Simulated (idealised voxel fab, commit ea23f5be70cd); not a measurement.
process module | voxel wiring stack
cross-section cut | 165 nm wide | cells 5 nm
A cross-section is a grid of square cells, given in bands from the top down. A band is one or more rows of cells.
Each band's line starts with the height of the band's top and of its bottom, in nm. Then come its materials from left to right, each with its width in nm. One material with "throughout" fills the band from edge to edge. "air" is empty space.
Height 0 is the level under which the wafer as received is all one material. The lowest band goes on downwards, as in "0 down".
A width such as "30 to 40" changes by the same amount from each row of cells to the next, from the band's top row to its bottom row.
"no change" after a step means that no cell of the cross-section changed.
closed voids: empty space of 8 cells or more with no open way to the top, each as width x height at its distance from the left edge, in nm
after a step's settings: what the simulator itself notes on the step
overlay nm, on a step with a mask: how far to the right of its planned place the mask lay; to the left if negative
Each pair below shows a cross-section before one step and the cross-section after it, down to the lowest band that changed. The line under each pair gives the step between them, with its settings. The pairs can come from different runs of this module on the same starting wafer, so a pair continues from the pair above only where its "before" says so.
before
  60 to 40: air 50 | resist 20 | air 25 | resist 20 | air 50
  40 to 15: lowk throughout
  15 to 10: SiCN throughout
  10 to 0: SiO2 throughout
  0 down: Si throughout
  closed voids: none
after
  60 to 40: air 50 | resist 20 | air 25 | resist 20 | air 50
  40 to 15: air 50 | lowk 20 | air 25 | lowk 20 | air 50
  below 15: unchanged
  closed voids: none
the step between: op DIRECTIONAL_ETCH | etch materials lowk | depth nm 25
before: the cross-section after the pair above
after
  60 to 40: air 50 | resist 20 | air 25 | resist 20 | air 50
  40 to 15: air 50 | lowk 20 | air 25 | lowk 20 | air 50
  15 to 10: air 50 | SiCN 20 | air 25 | SiCN 20 | air 50
  below 10: unchanged
  closed voids: none
the step between: op DIRECTIONAL_ETCH | etch materials SiCN | depth nm 5
before: the cross-section after the pair above
after
  40 to 15: air 50 | lowk 20 | air 25 | lowk 20 | air 50
  below 15: unchanged
  closed voids: none
the step between: op STRIP | etch materials resist
before: the cross-section after the pair above
after
  45 to 40: air 45 | TiN 30 | air 15 | TiN 30 | air 45
  40 to 15: air 45 | TiN 5 | lowk 20 | TiN 5 | air 15 | TiN 5 | lowk 20 | TiN 5 | air 45
  15 to 10: TiN 50 | SiCN 20 | TiN 25 | SiCN 20 | TiN 50
  below 10: unchanged
  closed voids: none
the step between: op CONFORMAL_DEP | material TiN | thk nm 5
before: the cross-section after the pair above
after
  50 to 45: Ru throughout
  45 to 40: Ru 45 | TiN 30 | Ru 15 | TiN 30 | Ru 45
  40 to 15: Ru 45 | TiN 5 | lowk 20 | TiN 5 | Ru 15 | TiN 5 | lowk 20 | TiN 5 | Ru 45
  below 15: unchanged
  closed voids: none
the step between: op FILL_DEP | material Ru | thk nm 5
before: the cross-section after the pair above
after
  40 to 15: Ru 45 | TiN 5 | lowk 20 | TiN 5 | Ru 15 | TiN 5 | lowk 20 | TiN 5 | Ru 45
  below 15: unchanged
  closed voids: none
the step between: op CMP | height nm 40
before: the cross-section after the pair above
after
  45 to 40: Ru 55 | air 10 | Ru 35 | air 10 | Ru 55
  below 40: unchanged
  closed voids: none
the step between: op EPI | material Ru | thk nm 5
before: the cross-section after the pair above
after
  50 to 45: SiCN throughout
  45 to 40: Ru 55 | SiCN 10 | Ru 35 | SiCN 10 | Ru 55
  below 40: unchanged
  closed voids: none
the step between: op FILL_DEP | material SiCN | thk nm 5
before: the cross-section after the pair above
after
  85 to 50: SiO2 throughout
  below 50: unchanged
  closed voids: none
the step between: op DIRECTIONAL_DEP | material SiO2 | thk nm 35
before: the cross-section after the pair above
after
  85 to 50: SiO2 50 | air 15 | SiO2 30 | air 15 | SiO2 55
  below 50: unchanged
  closed voids: none
the step between: op MASKED_ETCH | tone open | mask id METAL_2_HOLES | width nm 15 | pitch nm 45 | etch materials SiO2 | depth nm 35 | overlay nm 0
before: the cross-section after the pair above
after
  85 to 65: SiO2 50 | air 20 | SiO2 25 | air 20 | SiO2 50
  below 65: unchanged
  closed voids: none
the step between: op MASKED_ETCH | tone open | mask id METAL_2 | width nm 20 | pitch nm 45 | etch materials SiO2 | depth nm 20 | overlay nm 0
before: the cross-section after the pair above
after
  85 to 65: SiO2 50 | air 20 | SiO2 25 | air 20 | SiO2 50
  65 to 50: SiO2 50 | air 15 | SiO2 30 | air 15 | SiO2 55
  50 to 45: SiCN 50 | air 15 | SiCN 30 | air 15 | SiCN 55
  below 45: unchanged
  closed voids: none
the step between: op MASKED_ETCH | tone open | mask id METAL_2 | width nm 20 | pitch nm 45 | etch materials SiCN | depth nm 5 | overlay nm 0
before: the cross-section after the pair above
after
  90 to 85: TiN 55 | air 10 | TiN 35 | air 10 | TiN 55
  85 to 70: SiO2 50 | TiN 5 | air 10 | TiN 5 | SiO2 25 | TiN 5 | air 10 | TiN 5 | SiO2 50
  70 to 65: SiO2 50 | TiN 5 | air 5 | TiN 10 | SiO2 25 | TiN 5 | air 5 | TiN 10 | SiO2 50
  65 to 50: SiO2 50 | TiN 5 | air 5 | TiN 5 | SiO2 30 | TiN 5 | air 5 | TiN 5 | SiO2 55
  50 to 45: SiCN 50 | TiN 15 | SiCN 30 | TiN 15 | SiCN 55
  below 45: unchanged
  closed voids: none
the step between: op CONFORMAL_DEP | material TiN | thk nm 5
before: the cross-section after the pair above
after
  100 to 90: Cu throughout
  90 to 85: TiN 55 | Cu 10 | TiN 35 | Cu 10 | TiN 55
  85 to 70: SiO2 50 | TiN 5 | Cu 10 | TiN 5 | SiO2 25 | TiN 5 | Cu 10 | TiN 5 | SiO2 50
  70 to 65: SiO2 50 | TiN 5 | Cu 5 | TiN 10 | SiO2 25 | TiN 5 | Cu 5 | TiN 10 | SiO2 50
  65 to 50: SiO2 50 | TiN 5 | Cu 5 | TiN 5 | SiO2 30 | TiN 5 | Cu 5 | TiN 5 | SiO2 55
  below 50: unchanged
  closed voids: none
the step between: op FILL_DEP | material Cu | thk nm 10
before: the cross-section after the pair above
after
  85 to 70: SiO2 50 | TiN 5 | Cu 10 | TiN 5 | SiO2 25 | TiN 5 | Cu 10 | TiN 5 | SiO2 50
  below 70: unchanged
  closed voids: none
the step between: op CMP | height nm 85
before: the cross-section after the pair above
after
  90 to 85: SiN throughout
  below 85: unchanged
  closed voids: none
the step between: op CONFORMAL_DEP | material SiN | thk nm 5
